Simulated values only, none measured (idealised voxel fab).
Presented below is a process module, voxel self aligned contacts.
Each square cell in cross-section cut measures 5 nm, and the section as a whole is 220 nm wide.
Format of a cross-section: grid, square cells. Given as bands. Order: top down. Band: one or more rows of cells.
Top height, bottom height, nm. Materials left to right, width each, nm. Single material + "everywhere" = fills band edge to edge. "air" = empty.
Heights are expressed relative to 0, this being the level below which the as-received wafer comprises one material exclusively. The lowest band is unbounded in the downward direction and is denoted as in "0 nm and below".
Per-row width for "30 to 40": begins at first number (top row of band), ends at second number (bottom row), increment between rows held constant.
"nothing different" -> step changed no cross-section cell.
This entry, "Listed closed voids", enumerates those empty regions of no fewer than 8 cells that possess no open connection to the top. Each region is reported in the form width x height at distance, the distance being taken from the left edge, with all three quantities expressed in nm.
Whatever follows a step's settings on its line is a remark the simulator itself makes about that step.
"overlay nm", when on a step's line for a step with a mask, measures how far to the right of its planned place the mask lay; a negative measure means to the left.

# The planned process steps are enumerated hereunder
1 RECEIVE [material Si]
2 CONFORMAL_DEP [material SiO2] [thk nm 5]
3 DIRECTIONAL_DEP [material polySi] [thk nm 30]
4 DIRECTIONAL_DEP [material SiN] [thk nm 15]
5 PATTERN [tone cover] [mask id GATE] [material resist] [width nm 25] [pitch nm 55] [thk nm 20] [overlay nm 0]
6 DIRECTIONAL_ETCH [etch materials SiN] [depth nm 15]
7 DIRECTIONAL_ETCH [etch materials polySi] [depth nm 30]
8 STRIP [etch materials resist]
9 CONFORMAL_DEP [material SiN] [thk nm 5]
10 DIRECTIONAL_ETCH [etch materials SiN] [depth nm 5]
11 FILL_DEP [material SiO2] [thk nm 10]
12 CMP [height nm 55]
13 PATTERN [tone open] [mask id CONTACT] [material resist] [width nm 40] [pitch nm 55] [thk nm 20] [overlay nm 0]
14 DIRECTIONAL_ETCH [etch materials SiO2] [depth nm 55]
15 STRIP [etch materials resist]
16 CONFORMAL_DEP [material TiN] [thk nm 5]
17 FILL_DEP [material W] [thk nm 5]
18 CMP [height nm 55]
19 CONFORMAL_DEP [material SiCN] [thk nm 5]

# Account of the first of two wafers, which was processed as intended

# Cross-sectional view of the wafer in its as-received condition, corresponding to the state after step 1
    0 nm and below = Si everywhere
    Listed closed voids: none

# State of the wafer after step 2, shown in cross-section
    5 nm to 0 nm = SiO2 everywhere
    For the remainder of the cross-section, below 0, there is no change.

# State of the wafer after step 3, shown in cross-section
    35 nm to 5 nm = polySi everywhere
    For the remainder of the cross-section, below 5, there is no change.

# State of the wafer after step 4, shown in cross-section
    50 nm to 35 nm = SiN everywhere
    For the remainder of the cross-section, below 35, there is no change.

# State of the wafer after step 5, shown in cross-section
    70 nm to 50 nm = air=40, resist=25, air=30, resist=25, air=30, resist=25, air=45
    For the remainder of the cross-section, below 50, there is no change.

# State of the wafer after step 6, shown in cross-section
    70 nm to 50 nm = air=40, resist=25, air=30, resist=25, air=30, resist=25, air=45
    50 nm to 35 nm = air=40, SiN=25, air=30, SiN=25, air=30, SiN=25, air=45
    For the remainder of the cross-section, below 35, there is no change.

# State of the wafer after step 7, shown in cross-section
    70 nm to 50 nm = air=40, resist=25, air=30, resist=25, air=30, resist=25, air=45
    50 nm to 35 nm = air=40, SiN=25, air=30, SiN=25, air=30, SiN=25, air=45
    35 nm to 5 nm = air=40, polySi=25, air=30, polySi=25, air=30, polySi=25, air=45
    For the remainder of the cross-section, below 5, there is no change.

# State of the wafer after step 8, shown in cross-section
    50 nm to 35 nm = air=40, SiN=25, air=30, SiN=25, air=30, SiN=25, air=45
    For the remainder of the cross-section, below 35, there is no change.

# State of the wafer after step 9, shown in cross-section
    55 nm to 35 nm = air=35, SiN=35, air=20, SiN=35, air=20, SiN=35, air=40
    35 nm to 10 nm = air=35, SiN=5, polySi=25, SiN=5, air=20, SiN=5, polySi=25, SiN=5, air=20, SiN=5, polySi=25, SiN=5, air=40
    10 nm to 5 nm = SiN=40, polySi=25, SiN=30, polySi=25, SiN=30, polySi=25, SiN=45
    For the remainder of the cross-section, below 5, there is no change.

# State of the wafer after step 10, shown in cross-section
    50 nm to 35 nm = air=35, SiN=35, air=20, SiN=35, air=20, SiN=35, air=40
    35 nm to 5 nm = air=35, SiN=5, polySi=25, SiN=5, air=20, SiN=5, polySi=25, SiN=5, air=20, SiN=5, polySi=25, SiN=5, air=40
    For the remainder of the cross-section, below 5, there is no change.

# State of the wafer after step 11, shown in cross-section
    60 nm to 50 nm = SiO2 everywhere
    50 nm to 35 nm = SiO2=35, SiN=35, SiO2=20, SiN=35, SiO2=20, SiN=35, SiO2=40
    35 nm to 5 nm = SiO2=35, SiN=5, polySi=25, SiN=5, SiO2=20, SiN=5, polySi=25, SiN=5, SiO2=20, SiN=5, polySi=25, SiN=5, SiO2=40
    For the remainder of the cross-section, below 5, there is no change.

# State of the wafer after step 12, shown in cross-section
    55 nm to 50 nm = SiO2 everywhere
    For the remainder of the cross-section, below 50, there is no change.

# State of the wafer after step 13, shown in cross-section
    75 nm to 55 nm = resist=60, air=40, resist=15, air=40, resist=65
    For the remainder of the cross-section, below 55, there is no change.

# State of the wafer after step 14, shown in cross-section
    75 nm to 55 nm = resist=60, air=40, resist=15, air=40, resist=65
    55 nm to 50 nm = SiO2=60, air=40, SiO2=15, air=40, SiO2=65
    50 nm to 35 nm = SiO2=35, SiN=35, air=20, SiN=35, air=20, SiN=35, SiO2=40
    35 nm to 5 nm = SiO2=35, SiN=5, polySi=25, SiN=5, air=20, SiN=5, polySi=25, SiN=5, air=20, SiN=5, polySi=25, SiN=5, SiO2=40
    5 nm to 0 nm = SiO2=70, air=20, SiO2=35, air=20, SiO2=75
    For the remainder of the cross-section, below 0, there is no change.

# State of the wafer after step 15, shown in cross-section
    55 nm to 50 nm = SiO2=60, air=40, SiO2=15, air=40, SiO2=65
    For the remainder of the cross-section, below 50, there is no change.

# State of the wafer after step 16, shown in cross-section
    60 nm to 55 nm = TiN=65, air=30, TiN=25, air=30, TiN=70
    55 nm to 50 nm = SiO2=60, TiN=15, air=10, TiN=15, SiO2=15, TiN=15, air=10, TiN=15, SiO2=65
    50 nm to 35 nm = SiO2=35, SiN=35, TiN=5, air=10, TiN=5, SiN=35, TiN=5, air=10, TiN=5, SiN=35, SiO2=40
    35 nm to 5 nm = SiO2=35, SiN=5, polySi=25, SiN=5, TiN=5, air=10, TiN=5, SiN=5, polySi=25, SiN=5, TiN=5, air=10, TiN=5, SiN=5, polySi=25, SiN=5, SiO2=40
    5 nm to 0 nm = SiO2=70, TiN=20, SiO2=35, TiN=20, SiO2=75
    For the remainder of the cross-section, below 0, there is no change.

# State of the wafer after step 17, shown in cross-section
    65 nm to 60 nm = W everywhere
    60 nm to 55 nm = TiN=65, W=30, TiN=25, W=30, TiN=70
    55 nm to 50 nm = SiO2=60, TiN=15, W=10, TiN=15, SiO2=15, TiN=15, W=10, TiN=15, SiO2=65
    50 nm to 35 nm = SiO2=35, SiN=35, TiN=5, W=10, TiN=5, SiN=35, TiN=5, W=10, TiN=5, SiN=35, SiO2=40
    35 nm to 5 nm = SiO2=35, SiN=5, polySi=25, SiN=5, TiN=5, W=10, TiN=5, SiN=5, polySi=25, SiN=5, TiN=5, W=10, TiN=5, SiN=5, polySi=25, SiN=5, SiO2=40
    For the remainder of the cross-section, below 5, there is no change.

# State of the wafer after step 18, shown in cross-section
    55 nm to 50 nm = SiO2=60, TiN=15, W=10, TiN=15, SiO2=15, TiN=15, W=10, TiN=15, SiO2=65
    For the remainder of the cross-section, below 50, there is no change.

# State of the wafer after step 19, shown in cross-section
    60 nm to 55 nm = SiCN everywhere
    For the remainder of the cross-section, below 55, there is no change.

# It is to be noted that the second wafer proceeded from the same initial state and according to the same plan as the first, although one mistake was committed in its execution; through step 15, inclusive, the two wafers share an identical history

# At the planned end of step 16, the second wafer in cross-section
    60 nm to 55 nm = SiN=65, air=30, SiN=25, air=30, SiN=70
    55 nm to 50 nm = SiO2=60, SiN=15, air=10, SiN=15, SiO2=15, SiN=15, air=10, SiN=15, SiO2=65
    50 nm to 35 nm = SiO2=35, SiN=40, air=10, SiN=45, air=10, SiN=40, SiO2=40
    35 nm to 5 nm = SiO2=35, SiN=5, polySi=25, SiN=10, air=10, SiN=10, polySi=25, SiN=10, air=10, SiN=10, polySi=25, SiN=5, SiO2=40
    5 nm to 0 nm = SiO2=70, SiN=20, SiO2=35, SiN=20, SiO2=75
    For the remainder of the cross-section, below 0, there is no change.

# At the planned end of step 17, the second wafer in cross-section
    65 nm to 60 nm = W everywhere
    60 nm to 55 nm = SiN=65, W=30, SiN=25, W=30, SiN=70
    55 nm to 50 nm = SiO2=60, SiN=15, W=10, SiN=15, SiO2=15, SiN=15, W=10, SiN=15, SiO2=65
    50 nm to 35 nm = SiO2=35, SiN=40, W=10, SiN=45, W=10, SiN=40, SiO2=40
    35 nm to 5 nm = SiO2=35, SiN=5, polySi=25, SiN=10, W=10, SiN=10, polySi=25, SiN=10, W=10, SiN=10, polySi=25, SiN=5, SiO2=40
    For the remainder of the cross-section, below 5, there is no change.

# At the planned end of step 18, the second wafer in cross-section
    55 nm to 50 nm = SiO2=60, SiN=15, W=10, SiN=15, SiO2=15, SiN=15, W=10, SiN=15, SiO2=65
    For the remainder of the cross-section, below 50, there is no change.

# At the planned end of step 19, the second wafer in cross-section
    60 nm to 55 nm = SiCN everywhere
    For the remainder of the cross-section, below 55, there is no change.
What went wrong in running the wafer? so step 16 ended up running with a different setting than we planned, it ran as CONFORMAL_DEP [material SiN] [thk nm 5]
at the end the second wafer has, in cells: 56 more of SiN, 56 fewer of TiN
